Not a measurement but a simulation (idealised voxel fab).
process module | voxel self aligned vias
cross-section cut | 270 nm wide | cells 5 nm
A cross-section is a grid of square cells, given in bands from the top down. A band is one or more rows of cells.
Each band's line starts with the height of the band's top and of its bottom, in nm. Then come its materials from left to right, each with its width in nm. One material with "throughout" fills the band from edge to edge. "air" is empty space.
Height 0 is the level under which the wafer as received is all one material. The lowest band goes on downwards, as in "0 down".
A width such as "30 to 40" changes by the same amount from each row of cells to the next, from the band's top row to its bottom row.
"no change" after a step means that no cell of the cross-section changed.
closed voids: empty space of 8 cells or more with no open way to the top, each as width x height at its distance from the left edge, in nm
after a step's settings: what the simulator itself notes on the step
overlay nm, on a step with a mask: how far to the right of its planned place the mask lay; to the left if negative
plan
1 op RECEIVE | material Si
2 op CONFORMAL_DEP | material SiO2 | thk nm 15
3 op CONFORMAL_DEP | material SiCN | thk nm 5
4 op DIRECTIONAL_DEP | material SiO2 | thk nm 30
5 op PATTERN | tone open | mask id LINES | material resist | width nm 25 | pitch nm 50 | thk nm 15 | overlay nm 0
6 op DIRECTIONAL_ETCH | etch materials SiO2 | depth nm 30
7 op STRIP | etch materials resist
8 op CONFORMAL_DEP | material TiN | thk nm 5
9 op FILL_DEP | material Ru | thk nm 10
10 op CMP | height nm 50
11 op SELECTIVE_ETCH | etch materials W Ru TiN | depth nm 5
12 op FILL_DEP | material SiN | thk nm 5
13 op CMP | height nm 50
14 op DIRECTIONAL_DEP | material SiO2 | thk nm 20
15 op MASKED_ETCH | tone open | mask id VIAS | width nm 35 | pitch nm 100 | etch materials SiO2 | depth nm 20 | overlay nm 0
16 op MASKED_ETCH | tone open | mask id VIAS | width nm 35 | pitch nm 100 | etch materials SiN | depth nm 5 | overlay nm 0
17 op CONFORMAL_DEP | material TiN | thk nm 5
18 op FILL_DEP | material Cu | thk nm 5
19 op CMP | height nm 70
20 op CONFORMAL_DEP | material SiN | thk nm 5
as received, after step 1
  0 down: Si throughout
  closed voids: none
first wafer at the end, as planned
  75 to 70: SiN throughout
  70 to 55: SiO2 65 | TiN 5 | Cu 25 | TiN 5 | SiO2 65 | TiN 5 | Cu 25 | TiN 5 | SiO2 70
  55 to 50: SiO2 65 | TiN 10 | Cu 15 | TiN 10 | SiO2 65 | TiN 10 | Cu 15 | TiN 10 | SiO2 70
  50 to 45: SiO2 70 | TiN 25 | SiO2 25 | SiN 25 | SiO2 25 | TiN 25 | SiO2 75
  45 to 25: SiO2 70 | TiN 5 | Ru 15 | TiN 5 | SiO2 25 | TiN 5 | Ru 15 | TiN 5 | SiO2 25 | TiN 5 | Ru 15 | TiN 5 | SiO2 75
  25 to 20: SiO2 70 | TiN 25 | SiO2 25 | TiN 25 | SiO2 25 | TiN 25 | SiO2 75
  20 to 15: SiCN throughout
  15 to 0: SiO2 throughout
  0 down: Si throughout
  closed voids: none
second wafer at the end: like start, like plan, one mistake
  75 to 70: SiN throughout
  70 to 55: SiO2 70 | TiN 5 | Cu 20 | TiN 5 | SiO2 70 | TiN 5 | Cu 20 | TiN 5 | SiO2 70
  55 to 50: SiO2 70 | TiN 5 | Cu 15 | TiN 10 | SiO2 70 | TiN 5 | Cu 15 | TiN 10 | SiO2 70
  50 to 45: SiO2 70 | TiN 25 | SiO2 25 | SiN 25 | SiO2 25 | TiN 25 | SiO2 75
  45 to 25: SiO2 70 | TiN 5 | Ru 15 | TiN 5 | SiO2 25 | TiN 5 | Ru 15 | TiN 5 | SiO2 25 | TiN 5 | Ru 15 | TiN 5 | SiO2 75
  25 to 20: SiO2 70 | TiN 25 | SiO2 25 | TiN 25 | SiO2 25 | TiN 25 | SiO2 75
  20 to 15: SiCN throughout
  15 to 0: SiO2 throughout
  0 down: Si throughout
  closed voids: none
what went wrong: step 15 ran as: op MASKED_ETCH | tone open | mask id VIAS | width nm 30 | pitch nm 100 | etch materials SiO2 | depth nm 20 | overlay nm 0
at the end the second wafer has, in cells: 6 fewer of Cu | 8 more of SiO2 | 2 fewer of TiN
